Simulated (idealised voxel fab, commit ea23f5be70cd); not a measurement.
The process module that follows is named voxel capacitor over wiring.
Each square cell in cross-section cut measures 5 nm, and the section as a whole is 215 nm wide.
Heads up, the way a cross-section reads in here is a grid of square cells, handed over as bands from the top down, with every band being one or more rows of cells. A band entry consists of two parts. The first gives the height of the band's top and the height of its bottom, in nm. The rest lists the band's materials from left to right, each with its width in nm. A single material labelled with the word "all across" fills the band from edge to edge, and the word "air" marks empty space. Beneath 0, the wafer as received is one material, and that level is where height counting begins. The lowest band goes on downward without a bottom; it is written like "top 0, no bottom". A width given as "30 to 40" starts at the first number in the band's top row and ends at the second number in its bottom row, shifting by an equal amount at every step from row to row. A step reported as "remained unchanged" is a step in which no cell of the cross-section changed. "Closed internal cavities": empty spaces of 8 cells or more with no open way to the top, each given as width x height at distance, distance from the left edge, all in nm. Text after the settings on a step's line: the simulator's own remark on that step. A step's line can hold "overlay nm"; with a mask on that step, the setting says how far right of the planned place the mask lay, while a negative setting says it lay to the left. Pairs follow: section before one process step, section after it down to the lowest changed band, step with settings underneath. Pairs may come from different runs of this module on the same starting wafer; continuity with the pair above only as stated in the "Pre-step profile" entry.
-- Pre-step profile
* top 0, no bottom: Si all across
* Closed internal cavities: none
-- State After Step
* top 15, bottom 0: SiO2 all across
* Unchanged below 0.
* Closed internal cavities: none
Going from the before section above to the after section, the step was CONFORMAL_DEP,material SiO2,thk nm 15
Pre-step profile: after-step cross-section of the pair just above applies.
-- State After Step
* top 20, bottom 15: SiN all across
* Unchanged below 15.
* Closed internal cavities: none
Going from the before section above to the after section, the step was CONFORMAL_DEP,material SiN,thk nm 5
Pre-step profile: after-step cross-section of the pair just above applies.
-- State After Step
* top 45, bottom 20: lowk all across
* Unchanged below 20.
* Closed internal cavities: none
Going from the before section above to the after section, the step was DIRECTIONAL_DEP,material lowk,thk nm 25
Pre-step profile: after-step cross-section of the pair just above applies.
-- State After Step
* top 55, bottom 45: aC all across
* Unchanged below 45.
* Closed internal cavities: none
Going from the before section above to the after section, the step was DIRECTIONAL_DEP,material aC,thk nm 10
Pre-step profile: after-step cross-section of the pair just above applies.
-- State After Step
* top 85, bottom 55: 55 of resist, then 25 of air, then 50 of resist, then 25 of air, then 60 of resist
* Unchanged below 55.
* Closed internal cavities: none
Going from the before section above to the after section, the step was PATTERN,tone open,mask id METAL_1,material resist,width nm 25,pitch nm 75,thk nm 30,overlay nm 0
Pre-step profile: after-step cross-section of the pair just above applies.
-- State After Step
* top 75, bottom 55: 55 of resist, then 25 of air, then 50 of resist, then 25 of air, then 60 of resist
* top 55, bottom 45: 55 of aC, then 25 of air, then 50 of aC, then 25 of air, then 60 of aC
* Unchanged below 45.
* Closed internal cavities: none
Going from the before section above to the after section, the step was DIRECTIONAL_ETCH,etch materials aC,depth nm 10
Pre-step profile: after-step cross-section of the pair just above applies.
-- State After Step
* top 55, bottom 45: 55 of aC, then 25 of air, then 50 of aC, then 25 of air, then 60 of aC
* Unchanged below 45.
* Closed internal cavities: none
Going from the before section above to the after section, the step was STRIP,etch materials resist
Pre-step profile: after-step cross-section of the pair just above applies.
-- State After Step
* top 55, bottom 45: 55 of aC, then 25 of air, then 50 of aC, then 25 of air, then 60 of aC
* top 45, bottom 20: 55 of lowk, then 25 of air, then 50 of lowk, then 25 of air, then 60 of lowk
* Unchanged below 20.
* Closed internal cavities: none
Going from the before section above to the after section, the step was DIRECTIONAL_ETCH,etch materials lowk,depth nm 25
Pre-step profile: after-step cross-section of the pair just above applies.
-- State After Step
* top 55, bottom 45: 55 of aC, then 25 of air, then 50 of aC, then 25 of air, then 60 of aC
* top 45, bottom 20: 55 of lowk, then 25 of air, then 50 of lowk, then 25 of air, then 60 of lowk
* top 20, bottom 15: 55 of SiN, then 25 of air, then 50 of SiN, then 25 of air, then 60 of SiN
* Unchanged below 15.
* Closed internal cavities: none
Going from the before section above to the after section, the step was DIRECTIONAL_ETCH,etch materials SiN,depth nm 5
Pre-step profile: after-step cross-section of the pair just above applies.
-- State After Step
* top 45, bottom 20: 55 of lowk, then 25 of air, then 50 of lowk, then 25 of air, then 60 of lowk
* Unchanged below 20.
* Closed internal cavities: none
Going from the before section above to the after section, the step was STRIP,etch materials aC
Pre-step profile: after-step cross-section of the pair just above applies.
-- State After Step
* top 50, bottom 45: 60 of TiN, then 15 of air, then 60 of TiN, then 15 of air, then 65 of TiN
* top 45, bottom 20: 55 of lowk, then 5 of TiN, then 15 of air, then 5 of TiN, then 50 of lowk, then 5 of TiN, then 15 of air, then 5 of TiN, then 60 of lowk
* top 20, bottom 15: 55 of SiN, then 25 of TiN, then 50 of SiN, then 25 of TiN, then 60 of SiN
* Unchanged below 15.
* Closed internal cavities: none
Going from the before section above to the after section, the step was CONFORMAL_DEP,material TiN,thk nm 5
Pre-step profile: after-step cross-section of the pair just above applies.
-- State After Step
* top 60, bottom 50: W all across
* top 50, bottom 45: 60 of TiN, then 15 of W, then 60 of TiN, then 15 of W, then 65 of TiN
* top 45, bottom 20: 55 of lowk, then 5 of TiN, then 15 of W, then 5 of TiN, then 50 of lowk, then 5 of TiN, then 15 of W, then 5 of TiN, then 60 of lowk
* Unchanged below 20.
* Closed internal cavities: none
Going from the before section above to the after section, the step was FILL_DEP,material W,thk nm 10
Pre-step profile: after-step cross-section of the pair just above applies.
-- State After Step
* top 45, bottom 20: 55 of lowk, then 5 of TiN, then 15 of W, then 5 of TiN, then 50 of lowk, then 5 of TiN, then 15 of W, then 5 of TiN, then 60 of lowk
* Unchanged below 20.
* Closed internal cavities: none
Going from the before section above to the after section, the step was CMP,height nm 45
Pre-step profile: after-step cross-section of the pair just above applies.
-- State After Step
* top 50, bottom 45: 50 of air, then 35 of Ru, then 40 of air, then 35 of Ru, then 55 of air
* Unchanged below 45.
* Closed internal cavities: none
Going from the before section above to the after section, the step was EPI,material Ru,thk nm 5
Pre-step profile: after-step cross-section of the pair just above applies.
-- State After Step
* top 55, bottom 50: SiCN all across
* top 50, bottom 45: 50 of SiCN, then 35 of Ru, then 40 of SiCN, then 35 of Ru, then 55 of SiCN
* Unchanged below 45.
* Closed internal cavities: none
Going from the before section above to the after section, the step was FILL_DEP,material SiCN,thk nm 5
Pre-step profile: after-step cross-section of the pair just above applies.
-- State After Step
* top 75, bottom 55: SiO2 all across
* Unchanged below 55.
* Closed internal cavities: none
Going from the before section above to the after section, the step was DIRECTIONAL_DEP,material SiO2,thk nm 20
Pre-step profile: after-step cross-section of the pair just above applies.
-- State After Step
* top 95, bottom 75: 65 of resist, then 15 of air, then 135 of resist
* Unchanged below 75.
* Closed internal cavities: none
Going from the before section above to the after section, the step was PATTERN,tone open,mask id PLUG_1,material resist,width nm 15,thk nm 20,overlay nm 0
Pre-step profile: after-step cross-section of the pair just above applies.
-- State After Step
* top 95, bottom 75: 65 of resist, then 15 of air, then 135 of resist
* top 75, bottom 55: 65 of SiO2, then 15 of air, then 135 of SiO2
* Unchanged below 55.
* Closed internal cavities: none
Going from the before section above to the after section, the step was DIRECTIONAL_ETCH,etch materials SiO2,depth nm 20
Pre-step profile: after-step cross-section of the pair just above applies.
-- State After Step
* top 95, bottom 75: 65 of resist, then 15 of air, then 135 of resist
* top 75, bottom 55: 65 of SiO2, then 15 of air, then 135 of SiO2
* top 55, bottom 50: 65 of SiCN, then 15 of air, then 135 of SiCN
* Unchanged below 50.
* Closed internal cavities: none
Going from the before section above to the after section, the step was DIRECTIONAL_ETCH,etch materials SiCN,depth nm 5
Pre-step profile: after-step cross-section of the pair just above applies.
-- State After Step
* top 75, bottom 55: 65 of SiO2, then 15 of air, then 135 of SiO2
* Unchanged below 55.
* Closed internal cavities: none
Going from the before section above to the after section, the step was STRIP,etch materials resist
Pre-step profile: after-step cross-section of the pair just above applies.
-- State After Step
* top 80, bottom 75: 70 of TiN, then 5 of air, then 140 of TiN
* top 75, bottom 55: 65 of SiO2, then 5 of TiN, then 5 of air, then 5 of TiN, then 135 of SiO2
* top 55, bottom 50: 65 of SiCN, then 15 of TiN, then 135 of SiCN
* Unchanged below 50.
* Closed internal cavities: none
Going from the before section above to the after section, the step was CONFORMAL_DEP,material TiN,thk nm 5
Pre-step profile: after-step cross-section of the pair just above applies.
-- State After Step
* top 85, bottom 80: Cu all across
* top 80, bottom 75: 70 of TiN, then 5 of Cu, then 140 of TiN
* top 75, bottom 55: 65 of SiO2, then 5 of TiN, then 5 of Cu, then 5 of TiN, then 135 of SiO2
* Unchanged below 55.
* Closed internal cavities: none
Going from the before section above to the after section, the step was FILL_DEP,material Cu,thk nm 5
Pre-step profile: after-step cross-section of the pair just above applies.
-- State After Step
* top 75, bottom 55: 65 of SiO2, then 5 of TiN, then 5 of Cu, then 5 of TiN, then 135 of SiO2
* Unchanged below 55.
* Closed internal cavities: none
Going from the before section above to the after section, the step was CMP,height nm 75
Pre-step profile: after-step cross-section of the pair just above applies.
-- State After Step
* top 85, bottom 75: TiN all across
* Unchanged below 75.
* Closed internal cavities: none
Going from the before section above to the after section, the step was DIRECTIONAL_DEP,material TiN,thk nm 10
Pre-step profile: after-step cross-section of the pair just above applies.
-- State After Step
* top 90, bottom 85: HfO2 all across
* Unchanged below 85.
* Closed internal cavities: none
Going from the before section above to the after section, the step was DIRECTIONAL_DEP,material HfO2,thk nm 5
Pre-step profile: after-step cross-section of the pair just above applies.
-- State After Step
* top 100, bottom 90: TiN all across
* Unchanged below 90.
* Closed internal cavities: none
Going from the before section above to the after section, the step was DIRECTIONAL_DEP,material TiN,thk nm 10
Pre-step profile: after-step cross-section of the pair just above applies.
-- State After Step
* top 100, bottom 90: 65 of air, then 55 of TiN, then 95 of air
* Unchanged below 90.
* Closed internal cavities: none
Going from the before section above to the after section, the step was MASKED_ETCH,tone cover,mask id UPPER_PLATE,width nm 55,etch materials TiN,depth nm 10,overlay nm 0
Pre-step profile: after-step cross-section of the pair just above applies.
-- State After Step
* top 100, bottom 90: 65 of air, then 55 of TiN, then 95 of air
* top 90, bottom 85: 65 of air, then 55 of HfO2, then 95 of air
* Unchanged below 85.
* Closed internal cavities: none
Going from the before section above to the after section, the step was MASKED_ETCH,tone cover,mask id UPPER_PLATE,width nm 55,etch materials HfO2,depth nm 5,overlay nm 0
Pre-step profile: after-step cross-section of the pair just above applies.
-- State After Step
* top 120, bottom 100: 60 of air, then 65 of resist, then 90 of air
* top 100, bottom 90: 60 of air, then 5 of resist, then 55 of TiN, then 5 of resist, then 90 of air
* top 90, bottom 85: 60 of air, then 5 of resist, then 55 of HfO2, then 5 of resist, then 90 of air
* Unchanged below 85.
* Closed internal cavities: none
Going from the before section above to the after section, the step was PATTERN,tone cover,mask id LOWER_PLATE,material resist,width nm 65,thk nm 20,overlay nm 0
Pre-step profile: after-step cross-section of the pair just above applies.
-- State After Step
* top 120, bottom 100: 60 of air, then 65 of resist, then 90 of air
* top 100, bottom 90: 60 of air, then 5 of resist, then 55 of TiN, then 5 of resist, then 90 of air
* top 90, bottom 85: 60 of air, then 5 of resist, then 55 of HfO2, then 5 of resist, then 90 of air
* top 85, bottom 75: 60 of air, then 65 of TiN, then 90 of air
* Unchanged below 75.
* Closed internal cavities: none
Going from the before section above to the after section, the step was DIRECTIONAL_ETCH,etch materials TiN,depth nm 10
Pre-step profile: after-step cross-section of the pair just above applies.
-- State After Step
* top 100, bottom 90: 65 of air, then 55 of TiN, then 95 of air
* top 90, bottom 85: 65 of air, then 55 of HfO2, then 95 of air
* Unchanged below 85.
* Closed internal cavities: none
Going from the before section above to the after section, the step was STRIP,etch materials resist
Pre-step profile: after-step cross-section of the pair just above applies.
-- State After Step
* top 115, bottom 100: SiO2 all across
* top 100, bottom 90: 65 of SiO2, then 55 of TiN, then 95 of SiO2
* top 90, bottom 85: 65 of SiO2, then 55 of HfO2, then 95 of SiO2
* top 85, bottom 75: 60 of SiO2, then 65 of TiN, then 90 of SiO2
* Unchanged below 75.
* Closed internal cavities: none
Going from the before section above to the after section, the step was FILL_DEP,material SiO2,thk nm 15
Pre-step profile: after-step cross-section of the pair just above applies.
-- State After Step
* top 110, bottom 100: SiO2 all across
* Unchanged below 100.
* Closed internal cavities: none
Going from the before section above to the after section, the step was CMP,height nm 110
Pre-step profile: after-step cross-section of the pair just above applies.
-- State After Step
* top 110, bottom 100: 75 of SiO2, then 15 of air, then 125 of SiO2
* Unchanged below 100.
* Closed internal cavities: none
Going from the before section above to the after section, the step was MASKED_ETCH,tone open,mask id PLUG_2,width nm 15,etch materials SiO2,depth nm 10,overlay nm 0
Pre-step profile: after-step cross-section of the pair just above applies.
-- State After Step
* top 115, bottom 110: 80 of TiN, then 5 of air, then 130 of TiN
* top 110, bottom 105: 75 of SiO2, then 5 of TiN, then 5 of air, then 5 of TiN, then 125 of SiO2
* top 105, bottom 100: 75 of SiO2, then 15 of TiN, then 125 of SiO2
* Unchanged below 100.
* Closed internal cavities: none
Going from the before section above to the after section, the step was CONFORMAL_DEP,material TiN,thk nm 5
Pre-step profile: after-step cross-section of the pair just above applies.
-- State After Step
* top 125, bottom 115: Ru all across
* top 115, bottom 110: 80 of TiN, then 5 of Ru, then 130 of TiN
* top 110, bottom 105: 75 of SiO2, then 5 of TiN, then 5 of Ru, then 5 of TiN, then 125 of SiO2
* Unchanged below 105.
* Closed internal cavities: none
Going from the before section above to the after section, the step was FILL_DEP,material Ru,thk nm 10
Pre-step profile: after-step cross-section of the pair just above applies.
-- State After Step
* top 110, bottom 105: 75 of SiO2, then 5 of TiN, then 5 of Ru, then 5 of TiN, then 125 of SiO2
* Unchanged below 105.
* Closed internal cavities: none
Going from the before section above to the after section, the step was CMP,height nm 110
Pre-step profile: after-step cross-section of the pair just above applies.
-- State After Step
* top 115, bottom 110: SiN all across
* Unchanged below 110.
* Closed internal cavities: none
Going from the before section above to the after section, the step was CONFORMAL_DEP,material SiN,thk nm 5
-- Pre-step profile
* top 15, bottom 0: SiO2 all across
* top 0, no bottom: Si all across
* Closed internal cavities: none
-- State After Step
* top 40, bottom 15: lowk all across
* Unchanged below 15.
* Closed internal cavities: none
Going from the before section above to the after section, the step was DIRECTIONAL_DEP,material lowk,thk nm 25
Pre-step profile: after-step cross-section of the pair just above applies.
-- State After Step
* top 50, bottom 40: aC all across
* Unchanged below 40.
* Closed internal cavities: none
Going from the before section above to the after section, the step was DIRECTIONAL_DEP,material aC,thk nm 10
Pre-step profile: after-step cross-section of the pair just above applies.
-- State After Step
* top 80, bottom 50: 55 of resist, then 25 of air, then 50 of resist, then 25 of air, then 60 of resist
* Unchanged below 50.
* Closed internal cavities: none
Going from the before section above to the after section, the step was PATTERN,tone open,mask id METAL_1,material resist,width nm 25,pitch nm 75,thk nm 30,overlay nm 0
Pre-step profile: after-step cross-section of the pair just above applies.
-- State After Step
* top 70, bottom 50: 55 of resist, then 25 of air, then 50 of resist, then 25 of air, then 60 of resist
* top 50, bottom 40: 55 of aC, then 25 of air, then 50 of aC, then 25 of air, then 60 of aC
* Unchanged below 40.
* Closed internal cavities: none
Going from the before section above to the after section, the step was DIRECTIONAL_ETCH,etch materials aC,depth nm 10
Pre-step profile: after-step cross-section of the pair just above applies.
-- State After Step
* top 50, bottom 40: 55 of aC, then 25 of air, then 50 of aC, then 25 of air, then 60 of aC
* Unchanged below 40.
* Closed internal cavities: none
Going from the before section above to the after section, the step was STRIP,etch materials resist
Pre-step profile: after-step cross-section of the pair just above applies.
-- State After Step
* top 50, bottom 40: 55 of aC, then 25 of air, then 50 of aC, then 25 of air, then 60 of aC
* top 40, bottom 15: 55 of lowk, then 25 of air, then 50 of lowk, then 25 of air, then 60 of lowk
* Unchanged below 15.
* Closed internal cavities: none
Going from the before section above to the after section, the step was DIRECTIONAL_ETCH,etch materials lowk,depth nm 25
Pre-step profile: after-step cross-section of the pair just above applies.
-- State After Step
* top 40, bottom 15: 55 of lowk, then 25 of air, then 50 of lowk, then 25 of air, then 60 of lowk
* Unchanged below 15.
* Closed internal cavities: none
Going from the before section above to the after section, the step was STRIP,etch materials aC
Pre-step profile: after-step cross-section of the pair just above applies.
-- State After Step
* top 45, bottom 40: 60 of TiN, then 15 of air, then 60 of TiN, then 15 of air, then 65 of TiN
* top 40, bottom 20: 55 of lowk, then 5 of TiN, then 15 of air, then 5 of TiN, then 50 of lowk, then 5 of TiN, then 15 of air, then 5 of TiN, then 60 of lowk
* top 20, bottom 15: 55 of lowk, then 25 of TiN, then 50 of lowk, then 25 of TiN, then 60 of lowk
* Unchanged below 15.
* Closed internal cavities: none
Going from the before section above to the after section, the step was CONFORMAL_DEP,material TiN,thk nm 5
Pre-step profile: after-step cross-section of the pair just above applies.
-- State After Step
* top 55, bottom 45: W all across
* top 45, bottom 40: 60 of TiN, then 15 of W, then 60 of TiN, then 15 of W, then 65 of TiN
* top 40, bottom 20: 55 of lowk, then 5 of TiN, then 15 of W, then 5 of TiN, then 50 of lowk, then 5 of TiN, then 15 of W, then 5 of TiN, then 60 of lowk
* Unchanged below 20.
* Closed internal cavities: none
Going from the before section above to the after section, the step was FILL_DEP,material W,thk nm 10
Pre-step profile: after-step cross-section of the pair just above applies.
-- State After Step
* top 45, bottom 40: 60 of TiN, then 15 of W, then 60 of TiN, then 15 of W, then 65 of TiN
* Unchanged below 40.
* Closed internal cavities: none
Going from the before section above to the after section, the step was CMP,height nm 45
Pre-step profile: after-step cross-section of the pair just above applies.
-- State After Step
* top 50, bottom 45: Ru all across
* Unchanged below 45.
* Closed internal cavities: none
Going from the before section above to the after section, the step was EPI,material Ru,thk nm 5
Pre-step profile: after-step cross-section of the pair just above applies.
-- State After Step
* top 55, bottom 50: SiCN all across
* Unchanged below 50.
* Closed internal cavities: none
Going from the before section above to the after section, the step was FILL_DEP,material SiCN,thk nm 5
Pre-step profile: after-step cross-section of the pair just above applies.
-- State After Step
* top 75, bottom 55: SiO2 all across
* Unchanged below 55.
* Closed internal cavities: none
Going from the before section above to the after section, the step was DIRECTIONAL_DEP,material SiO2,thk nm 20
Pre-step profile: after-step cross-section of the pair just above applies.
-- State After Step
* top 95, bottom 75: 65 of resist, then 15 of air, then 135 of resist
* Unchanged below 75.
* Closed internal cavities: none
Going from the before section above to the after section, the step was PATTERN,tone open,mask id PLUG_1,material resist,width nm 15,thk nm 20,overlay nm 0
Pre-step profile: after-step cross-section of the pair just above applies.
-- State After Step
* top 95, bottom 75: 65 of resist, then 15 of air, then 135 of resist
* top 75, bottom 55: 65 of SiO2, then 15 of air, then 135 of SiO2
* Unchanged below 55.
* Closed internal cavities: none
Going from the before section above to the after section, the step was DIRECTIONAL_ETCH,etch materials SiO2,depth nm 20
Pre-step profile: after-step cross-section of the pair just above applies.
-- State After Step
* top 95, bottom 75: 65 of resist, then 15 of air, then 135 of resist
* top 75, bottom 55: 65 of SiO2, then 15 of air, then 135 of SiO2
* top 55, bottom 50: 65 of SiCN, then 15 of air, then 135 of SiCN
* Unchanged below 50.
* Closed internal cavities: none
Going from the before section above to the after section, the step was DIRECTIONAL_ETCH,etch materials SiCN,depth nm 5
Pre-step profile: after-step cross-section of the pair just above applies.
-- State After Step
* top 75, bottom 55: 65 of SiO2, then 15 of air, then 135 of SiO2
* Unchanged below 55.
* Closed internal cavities: none
Going from the before section above to the after section, the step was STRIP,etch materials resist
Pre-step profile: after-step cross-section of the pair just above applies.
-- State After Step
* top 80, bottom 75: 70 of TiN, then 5 of air, then 140 of TiN
* top 75, bottom 55: 65 of SiO2, then 5 of TiN, then 5 of air, then 5 of TiN, then 135 of SiO2
* top 55, bottom 50: 65 of SiCN, then 15 of TiN, then 135 of SiCN
* Unchanged below 50.
* Closed internal cavities: none
Going from the before section above to the after section, the step was CONFORMAL_DEP,material TiN,thk nm 5
Pre-step profile: after-step cross-section of the pair just above applies.
-- State After Step
* top 85, bottom 80: Cu all across
* top 80, bottom 75: 70 of TiN, then 5 of Cu, then 140 of TiN
* top 75, bottom 55: 65 of SiO2, then 5 of TiN, then 5 of Cu, then 5 of TiN, then 135 of SiO2
* Unchanged below 55.
* Closed internal cavities: none
Going from the before section above to the after section, the step was FILL_DEP,material Cu,thk nm 5
Pre-step profile: after-step cross-section of the pair just above applies.
-- State After Step
* top 75, bottom 55: 65 of SiO2, then 5 of TiN, then 5 of Cu, then 5 of TiN, then 135 of SiO2
* Unchanged below 55.
* Closed internal cavities: none
Going from the before section above to the after section, the step was CMP,height nm 75
Pre-step profile: after-step cross-section of the pair just above applies.
-- State After Step
* top 85, bottom 75: TiN all across
* Unchanged below 75.
* Closed internal cavities: none
Going from the before section above to the after section, the step was DIRECTIONAL_DEP,material TiN,thk nm 10
Pre-step profile: after-step cross-section of the pair just above applies.
-- State After Step
* top 90, bottom 85: HfO2 all across
* Unchanged below 85.
* Closed internal cavities: none
Going from the before section above to the after section, the step was DIRECTIONAL_DEP,material HfO2,thk nm 5
Pre-step profile: after-step cross-section of the pair just above applies.
-- State After Step
* top 100, bottom 90: TiN all across
* Unchanged below 90.
* Closed internal cavities: none
Going from the before section above to the after section, the step was DIRECTIONAL_DEP,material TiN,thk nm 10
Pre-step profile: after-step cross-section of the pair just above applies.
-- State After Step
* top 100, bottom 90: 65 of air, then 55 of TiN, then 95 of air
* Unchanged below 90.
* Closed internal cavities: none
Going from the before section above to the after section, the step was MASKED_ETCH,tone cover,mask id UPPER_PLATE,width nm 55,etch materials TiN,depth nm 10,overlay nm 0
Pre-step profile: after-step cross-section of the pair just above applies.
-- State After Step
* top 100, bottom 90: 65 of air, then 55 of TiN, then 95 of air
* top 90, bottom 85: 65 of air, then 55 of HfO2, then 95 of air
* Unchanged below 85.
* Closed internal cavities: none
Going from the before section above to the after section, the step was MASKED_ETCH,tone cover,mask id UPPER_PLATE,width nm 55,etch materials HfO2,depth nm 5,overlay nm 0
Pre-step profile: after-step cross-section of the pair just above applies.
-- State After Step
* top 120, bottom 100: 60 of air, then 65 of resist, then 90 of air
* top 100, bottom 90: 60 of air, then 5 of resist, then 55 of TiN, then 5 of resist, then 90 of air
* top 90, bottom 85: 60 of air, then 5 of resist, then 55 of HfO2, then 5 of resist, then 90 of air
* Unchanged below 85.
* Closed internal cavities: none
Going from the before section above to the after section, the step was PATTERN,tone cover,mask id LOWER_PLATE,material resist,width nm 65,thk nm 20,overlay nm 0
Pre-step profile: after-step cross-section of the pair just above applies.
-- State After Step
* top 120, bottom 100: 60 of air, then 65 of resist, then 90 of air
* top 100, bottom 90: 60 of air, then 5 of resist, then 55 of TiN, then 5 of resist, then 90 of air
* top 90, bottom 85: 60 of air, then 5 of resist, then 55 of HfO2, then 5 of resist, then 90 of air
* top 85, bottom 75: 60 of air, then 65 of TiN, then 90 of air
* Unchanged below 75.
* Closed internal cavities: none
Going from the before section above to the after section, the step was DIRECTIONAL_ETCH,etch materials TiN,depth nm 10
Pre-step profile: after-step cross-section of the pair just above applies.
-- State After Step
* top 100, bottom 90: 65 of air, then 55 of TiN, then 95 of air
* top 90, bottom 85: 65 of air, then 55 of HfO2, then 95 of air
* Unchanged below 85.
* Closed internal cavities: none
Going from the before section above to the after section, the step was STRIP,etch materials resist
Pre-step profile: after-step cross-section of the pair just above applies.
-- State After Step
* top 115, bottom 100: SiO2 all across
* top 100, bottom 90: 65 of SiO2, then 55 of TiN, then 95 of SiO2
* top 90, bottom 85: 65 of SiO2, then 55 of HfO2, then 95 of SiO2
* top 85, bottom 75: 60 of SiO2, then 65 of TiN, then 90 of SiO2
* Unchanged below 75.
* Closed internal cavities: none
Going from the before section above to the after section, the step was FILL_DEP,material SiO2,thk nm 15
Pre-step profile: after-step cross-section of the pair just above applies.
-- State After Step
* top 110, bottom 100: SiO2 all across
* Unchanged below 100.
* Closed internal cavities: none
Going from the before section above to the after section, the step was CMP,height nm 110
Pre-step profile: after-step cross-section of the pair just above applies.
-- State After Step
* top 110, bottom 100: 75 of SiO2, then 15 of air, then 125 of SiO2
* Unchanged below 100.
* Closed internal cavities: none
Going from the before section above to the after section, the step was MASKED_ETCH,tone open,mask id PLUG_2,width nm 15,etch materials SiO2,depth nm 10,overlay nm 0
Pre-step profile: after-step cross-section of the pair just above applies.
-- State After Step
* top 115, bottom 110: 80 of TiN, then 5 of air, then 130 of TiN
* top 110, bottom 105: 75 of SiO2, then 5 of TiN, then 5 of air, then 5 of TiN, then 125 of SiO2
* top 105, bottom 100: 75 of SiO2, then 15 of TiN, then 125 of SiO2
* Unchanged below 100.
* Closed internal cavities: none
Going from the before section above to the after section, the step was CONFORMAL_DEP,material TiN,thk nm 5
Pre-step profile: after-step cross-section of the pair just above applies.
-- State After Step
* top 125, bottom 115: Ru all across
* top 115, bottom 110: 80 of TiN, then 5 of Ru, then 130 of TiN
* top 110, bottom 105: 75 of SiO2, then 5 of TiN, then 5 of Ru, then 5 of TiN, then 125 of SiO2
* Unchanged below 105.
* Closed internal cavities: none
Going from the before section above to the after section, the step was FILL_DEP,material Ru,thk nm 10
Pre-step profile: after-step cross-section of the pair just above applies.
-- State After Step
* top 110, bottom 105: 75 of SiO2, then 5 of TiN, then 5 of Ru, then 5 of TiN, then 125 of SiO2
* Unchanged below 105.
* Closed internal cavities: none
Going from the before section above to the after section, the step was CMP,height nm 110
Pre-step profile: after-step cross-section of the pair just above applies.
-- State After Step
* top 115, bottom 110: SiN all across
* Unchanged below 110.
* Closed internal cavities: none
Going from the before section above to the after section, the step was CONFORMAL_DEP,material SiN,thk nm 5
-- Pre-step profile
* top 15, bottom 0: SiO2 all across
* top 0, no bottom: Si all across
* Closed internal cavities: none
-- State After Step
* top 30, bottom 0: SiO2 all across
* Unchanged below 0.
* Closed internal cavities: none
Going from the before section above to the after section, the step was CONFORMAL_DEP,material SiO2,thk nm 15
Pre-step profile: after-step cross-section of the pair just above applies.
-- State After Step
* top 35, bottom 30: SiN all across
* Unchanged below 30.
* Closed internal cavities: none
Going from the before section above to the after section, the step was CONFORMAL_DEP,material SiN,thk nm 5
Pre-step profile: after-step cross-section of the pair just above applies.
-- State After Step
* top 60, bottom 35: lowk all across
* Unchanged below 35.
* Closed internal cavities: none
Going from the before section above to the after section, the step was DIRECTIONAL_DEP,material lowk,thk nm 25
Pre-step profile: after-step cross-section of the pair just above applies.
-- State After Step
* top 70, bottom 60: aC all across
* Unchanged below 60.
* Closed internal cavities: none
Going from the before section above to the after section, the step was DIRECTIONAL_DEP,material aC,thk nm 10
Pre-step profile: after-step cross-section of the pair just above applies.
-- State After Step
* top 100, bottom 70: 55 of resist, then 25 of air, then 50 of resist, then 25 of air, then 60 of resist
* Unchanged below 70.
* Closed internal cavities: none
Going from the before section above to the after section, the step was PATTERN,tone open,mask id METAL_1,material resist,width nm 25,pitch nm 75,thk nm 30,overlay nm 0
Pre-step profile: after-step cross-section of the pair just above applies.
-- State After Step
* top 90, bottom 70: 55 of resist, then 25 of air, then 50 of resist, then 25 of air, then 60 of resist
* top 70, bottom 60: 55 of aC, then 25 of air, then 50 of aC, then 25 of air, then 60 of aC
* Unchanged below 60.
* Closed internal cavities: none
Going from the before section above to the after section, the step was DIRECTIONAL_ETCH,etch materials aC,depth nm 10
Pre-step profile: after-step cross-section of the pair just above applies.
-- State After Step
* top 70, bottom 60: 55 of aC, then 25 of air, then 50 of aC, then 25 of air, then 60 of aC
* Unchanged below 60.
* Closed internal cavities: none
Going from the before section above to the after section, the step was STRIP,etch materials resist
Pre-step profile: after-step cross-section of the pair just above applies.
-- State After Step
* top 70, bottom 60: 55 of aC, then 25 of air, then 50 of aC, then 25 of air, then 60 of aC
* top 60, bottom 35: 55 of lowk, then 25 of air, then 50 of lowk, then 25 of air, then 60 of lowk
* Unchanged below 35.
* Closed internal cavities: none
Going from the before section above to the after section, the step was DIRECTIONAL_ETCH,etch materials lowk,depth nm 25
Pre-step profile: after-step cross-section of the pair just above applies.
-- State After Step
* top 70, bottom 60: 55 of aC, then 25 of air, then 50 of aC, then 25 of air, then 60 of aC
* top 60, bottom 35: 55 of lowk, then 25 of air, then 50 of lowk, then 25 of air, then 60 of lowk
* top 35, bottom 30: 55 of SiN, then 25 of air, then 50 of SiN, then 25 of air, then 60 of SiN
* Unchanged below 30.
* Closed internal cavities: none
Going from the before section above to the after section, the step was DIRECTIONAL_ETCH,etch materials SiN,depth nm 5
Pre-step profile: after-step cross-section of the pair just above applies.
-- State After Step
* top 60, bottom 35: 55 of lowk, then 25 of air, then 50 of lowk, then 25 of air, then 60 of lowk
* Unchanged below 35.
* Closed internal cavities: none
Going from the before section above to the after section, the step was STRIP,etch materials aC
Pre-step profile: after-step cross-section of the pair just above applies.
-- State After Step
* top 65, bottom 60: 60 of TiN, then 15 of air, then 60 of TiN, then 15 of air, then 65 of TiN
* top 60, bottom 35: 55 of lowk, then 5 of TiN, then 15 of air, then 5 of TiN, then 50 of lowk, then 5 of TiN, then 15 of air, then 5 of TiN, then 60 of lowk
* top 35, bottom 30: 55 of SiN, then 25 of TiN, then 50 of SiN, then 25 of TiN, then 60 of SiN
* Unchanged below 30.
* Closed internal cavities: none
Going from the before section above to the after section, the step was CONFORMAL_DEP,material TiN,thk nm 5
Pre-step profile: after-step cross-section of the pair just above applies.
-- State After Step
* top 75, bottom 65: W all across
* top 65, bottom 60: 60 of TiN, then 15 of W, then 60 of TiN, then 15 of W, then 65 of TiN
* top 60, bottom 35: 55 of lowk, then 5 of TiN, then 15 of W, then 5 of TiN, then 50 of lowk, then 5 of TiN, then 15 of W, then 5 of TiN, then 60 of lowk
* Unchanged below 35.
* Closed internal cavities: none
Going from the before section above to the after section, the step was FILL_DEP,material W,thk nm 10
Pre-step profile: after-step cross-section of the pair just above applies.
-- State After Step
* top 45, bottom 35: 55 of lowk, then 5 of TiN, then 15 of W, then 5 of TiN, then 50 of lowk, then 5 of TiN, then 15 of W, then 5 of TiN, then 60 of lowk
* Unchanged below 35.
* Closed internal cavities: none
Going from the before section above to the after section, the step was CMP,height nm 45
Pre-step profile: after-step cross-section of the pair just above applies.
-- State After Step
* top 50, bottom 45: 50 of air, then 35 of Ru, then 40 of air, then 35 of Ru, then 55 of air
* Unchanged below 45.
* Closed internal cavities: none
Going from the before section above to the after section, the step was EPI,material Ru,thk nm 5
Pre-step profile: after-step cross-section of the pair just above applies.
-- State After Step
* top 55, bottom 50: SiCN all across
* top 50, bottom 45: 50 of SiCN, then 35 of Ru, then 40 of SiCN, then 35 of Ru, then 55 of SiCN
* Unchanged below 45.
* Closed internal cavities: none
Going from the before section above to the after section, the step was FILL_DEP,material SiCN,thk nm 5
